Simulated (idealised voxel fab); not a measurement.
process module | voxel self aligned vias
cross-section cut | 170 nm wide | cells 5 nm
A cross-section is a grid of square cells, given in bands from the top down. A band is one or more rows of cells.
Each band's line starts with the height of the band's top and of its bottom, in nm. Then come its materials from left to right, each with its width in nm. One material with "throughout" fills the band from edge to edge. "air" is empty space.
Height 0 is the level under which the wafer as received is all one material. The lowest band goes on downwards, as in "0 down".
A width such as "30 to 40" changes by the same amount from each row of cells to the next, from the band's top row to its bottom row.
"no change" after a step means that no cell of the cross-section changed.
closed voids: empty space of 8 cells or more with no open way to the top, each as width x height at its distance from the left edge, in nm
after a step's settings: what the simulator itself notes on the step
overlay nm, on a step with a mask: how far to the right of its planned place the mask lay; to the left if negative
plan
1 op RECEIVE | material Si
2 op CONFORMAL_DEP | material SiO2 | thk nm 15
3 op CONFORMAL_DEP | material SiCN | thk nm 5
4 op DIRECTIONAL_DEP | material SiO2 | thk nm 30
5 op MASKED_ETCH | tone open | mask id LINES | width nm 30 | pitch nm 75 | etch materials SiO2 | depth nm 30 | overlay nm 0
6 op CONFORMAL_DEP | material TiN | thk nm 5
7 op FILL_DEP | material W | thk nm 5
8 op CMP | height nm 50
9 op SELECTIVE_ETCH | etch materials W Ru TiN | depth nm 10
10 op FILL_DEP | material SiN | thk nm 5
11 op CMP | height nm 50
12 op DIRECTIONAL_DEP | material SiO2 | thk nm 20
13 op PATTERN | tone open | mask id VIAS | material resist | width nm 50 | pitch nm 75 | thk nm 20 | overlay nm 0
14 op DIRECTIONAL_ETCH | etch materials SiO2 | depth nm 20
15 op DIRECTIONAL_ETCH | etch materials SiN | depth nm 5
16 op STRIP | etch materials resist
17 op CONFORMAL_DEP | material TiN | thk nm 5
18 op FILL_DEP | material Cu | thk nm 5
19 op CMP | height nm 70
20 op CONFORMAL_DEP | material SiCN | thk nm 5
varied across the wafers: depth nm of step 15. The plan shows the first wafer's value. All wafers start alike
first wafer as received, after step 1
  0 down: Si throughout
  closed voids: none
each wafer at the end: cells of each material gained (+) or lost (-) since it was received, then its closed voids
depth nm 5 | +56 Cu | +68 SiCN | +12 SiN | +290 SiO2 | +60 TiN | +24 W | closed voids: none
depth nm 10 | +64 Cu | +68 SiCN | +290 SiO2 | +64 TiN | +24 W | closed voids: none
depth nm 15 | +64 Cu | +68 SiCN | +290 SiO2 | +64 TiN | +24 W | closed voids: none
depth nm 20 | +64 Cu | +68 SiCN | +290 SiO2 | +64 TiN | +24 W | closed voids: none
depth nm 25 | +64 Cu | +68 SiCN | +290 SiO2 | +64 TiN | +24 W | closed voids: none
